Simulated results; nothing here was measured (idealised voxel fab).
Presented below is a process module, voxel double patterning.
We display cut, a cross-section 255 nm in width whose square cells are each 5 nm.
A cross-section is written here as square cells arranged in a grid, and it is given in bands from the top down, each band taking up one or more rows of cells.
In this notation a band is specified by the heights of its top and bottom, in that order and in nm, after which its materials appear from left to right, each paired with its width in nm. The word "edge to edge" attached to a single material means that material fills the band from edge to edge; the word "blank" stands for empty space.
Counting heights begins at 0, where everything beneath is, in the wafer as received, one material. The lowest band has no bottom; it goes on downwards, as "0 -> down" shows.
Note: "30->40" means the width goes from the first number (top row of the band) to the second number (bottom row) in equal steps per row of cells.
"stayed the same" means the step left every cell of the cross-section as it was.
Closed void listing: empty space of 8 cells or more with no open way to the top, each as width x height at its distance from the left edge, in nm
Past the settings on a step's line: simulator remark, on that step.
For masked steps, "overlay nm" on the step line gives how far right of plan the mask actually lay; a minus sign means it lay to the left.

List of planned process steps:
1) RECEIVE (material Si)
2) CONFORMAL_DEP (material SiO2; thk nm 10)
3) DIRECTIONAL_DEP (material W; thk nm 15)
4) DIRECTIONAL_DEP (material SiCN; thk nm 5)
5) DIRECTIONAL_DEP (material aC; thk nm 15)
6) PATTERN (tone open; mask id FIRST; material resist; width nm 15; pitch nm 50; thk nm 30; overlay nm 0)
7) DIRECTIONAL_ETCH (etch materials aC; depth nm 15)
8) STRIP (etch materials resist)
9) DIRECTIONAL_ETCH (etch materials SiCN; depth nm 5)
10) STRIP (etch materials aC)
11) PATTERN (tone open; mask id SECOND; material resist; width nm 15; pitch nm 50; thk nm 15; overlay nm 0)
12) DIRECTIONAL_ETCH (etch materials SiCN; depth nm 5)
13) STRIP (etch materials resist)
14) DIRECTIONAL_ETCH (etch materials W; depth nm 15)
15) STRIP (etch materials SiCN)

Cross-section of the wafer upon arrival, representing the state reached after step 1:
    0 -> down: Si edge to edge
    Closed void listing: none

first wafer at the end, as planned:
    25 -> 10: 70 nm W, then 15 nm blank, then 10 nm W, then 15 nm blank, then 10 nm W, then 15 nm blank, then 10 nm W, then 15 nm blank, then 10 nm W, then 15 nm blank, then 70 nm W
    10 -> 0: SiO2 edge to edge
    0 -> down: Si edge to edge
    Closed void listing: none

Cross-sectional image of the second wafer of the two following completion of the module. Starting state and process plan were the same as for the first wafer; one execution error occurred:
    25 -> 10: 80 nm W, then 30 nm blank, then 20 nm W, then 30 nm blank, then 20 nm W, then 15 nm blank, then 60 nm W
    10 -> 0: SiO2 edge to edge
    0 -> down: Si edge to edge
    Closed void listing: none
The plan and the run diverged here: step 6 did not happen as planned, as run it was PATTERN (tone open; mask id FIRST; material resist; width nm 15; pitch nm 50; thk nm 30; overlay nm 10)
At the end, the second wafer has the same number of cells of each material as the first, but those cells sit in other places.
